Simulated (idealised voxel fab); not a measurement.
Presented below is a process module, voxel self aligned contacts.
Pictured: cross-section cut, 280 nm wide, on a grid of 5 nm square cells.
Each cross-section below is a grid of square cells, stated as bands in top-down order, with one or more rows of cells making up each band.
Top height, bottom height, nm. Materials left to right, width each, nm. Single material + "edge to edge" = fills band edge to edge. "empty" = empty.
It should be noted that heights are counted from 0, beneath which the wafer as supplied is of one material throughout, and that the lowest band possesses no lower boundary but continues downward, as written in "z 0 and below".
Width: "30->40" (first number = top row, second number = bottom row, same change from row to row of cells).
"nothing got changed" means the step left every cell of the cross-section as it was.
"Voids lacking openings" enumerates empty spaces isolated from the top, with no open way to it, that contain at least 8 cells, giving each as width x height at distance from the left edge, all three in nm.
What comes after the settings on a step's line is commentary from the simulator itself on that step.
overlay nm: on a step with a mask, how far right of its planned place the mask lay; negative means left.
Process steps (planned)
1. RECEIVE: material Si
2. CONFORMAL_DEP: material SiO2, thk nm 5
3. DIRECTIONAL_DEP: material polySi, thk nm 30
4. DIRECTIONAL_DEP: material SiN, thk nm 15
5. DIRECTIONAL_DEP: material aC, thk nm 10
6. PATTERN: tone cover, mask id GATE, material resist, width nm 30, pitch nm 60, thk nm 25, overlay nm 0
7. DIRECTIONAL_ETCH: etch materials aC, depth nm 10
8. STRIP: etch materials resist
9. DIRECTIONAL_ETCH: etch materials SiN, depth nm 15
10. DIRECTIONAL_ETCH: etch materials polySi, depth nm 30
11. STRIP: etch materials aC
12. CONFORMAL_DEP: material SiN, thk nm 5
13. DIRECTIONAL_ETCH: etch materials SiN, depth nm 5
14. FILL_DEP: material SiO2, thk nm 15
15. CMP: height nm 60
16. MASKED_ETCH: tone open, mask id CONTACT, width nm 40, etch materials SiO2, depth nm 60, overlay nm 0
17. CONFORMAL_DEP: material TiN, thk nm 5
18. FILL_DEP: material W, thk nm 10
19. CMP: height nm 60
20. CONFORMAL_DEP: material SiCN, thk nm 5
Cross-section: wafer on arrival = after step 1
    z 0 and below | Si edge to edge
    Voids lacking openings: none
Post-module cross-section of the first of two wafers (run per plan)
    z 65 to 60 | SiCN edge to edge
    z 60 to 50 | 120 SiO2, then 5->15 TiN, then 30->10 W, then 5->15 TiN, then 120 SiO2
    z 50 to 35 | 90 SiO2, then 40 SiN, then 5 TiN, then 10 W, then 5 TiN, then 40 SiN, then 90 SiO2
    z 35 to 5 | 90 SiO2, then 5 SiN, then 30 polySi, then 5 SiN, then 5 TiN, then 10 W, then 5 TiN, then 5 SiN, then 30 polySi, then 5 SiN, then 90 SiO2
    z 5 to 0 | 130 SiO2, then 20 TiN, then 130 SiO2
    z 0 and below | Si edge to edge
    Voids lacking openings: none
Wafer two cross-section, module end. Start and plan unchanged from wafer one; one mistake made during the run
    z 65 to 60 | SiCN edge to edge
    z 60 to 50 | 120 SiO2, then 5->15 TiN, then 30->10 W, then 5->15 TiN, then 120 SiO2
    z 50 to 35 | 90 SiO2, then 40 SiN, then 5 TiN, then 10 W, then 5 TiN, then 40 SiN, then 90 SiO2
    z 35 to 10 | 90 SiO2, then 5 SiN, then 30 polySi, then 5 SiN, then 5 TiN, then 10 W, then 5 TiN, then 5 SiN, then 30 polySi, then 5 SiN, then 90 SiO2
    z 10 to 5 | 90 SiO2, then 5 SiN, then 30 polySi, then 5 SiN, then 20 TiN, then 5 SiN, then 30 polySi, then 5 SiN, then 90 SiO2
    z 5 to 0 | SiCN edge to edge
    z 0 and below | Si edge to edge
    Voids lacking openings: none
Deviation noted in wafer processing: the process deviated at step 2: the operation and settings actually run there were CONFORMAL_DEP: material SiCN, thk nm 5
Per the end-of-run cell counts, the second wafer holds more or fewer of some materials than the first: 56 more of SiCN | 52 fewer of SiO2 | 2 fewer of TiN | 2 fewer of W
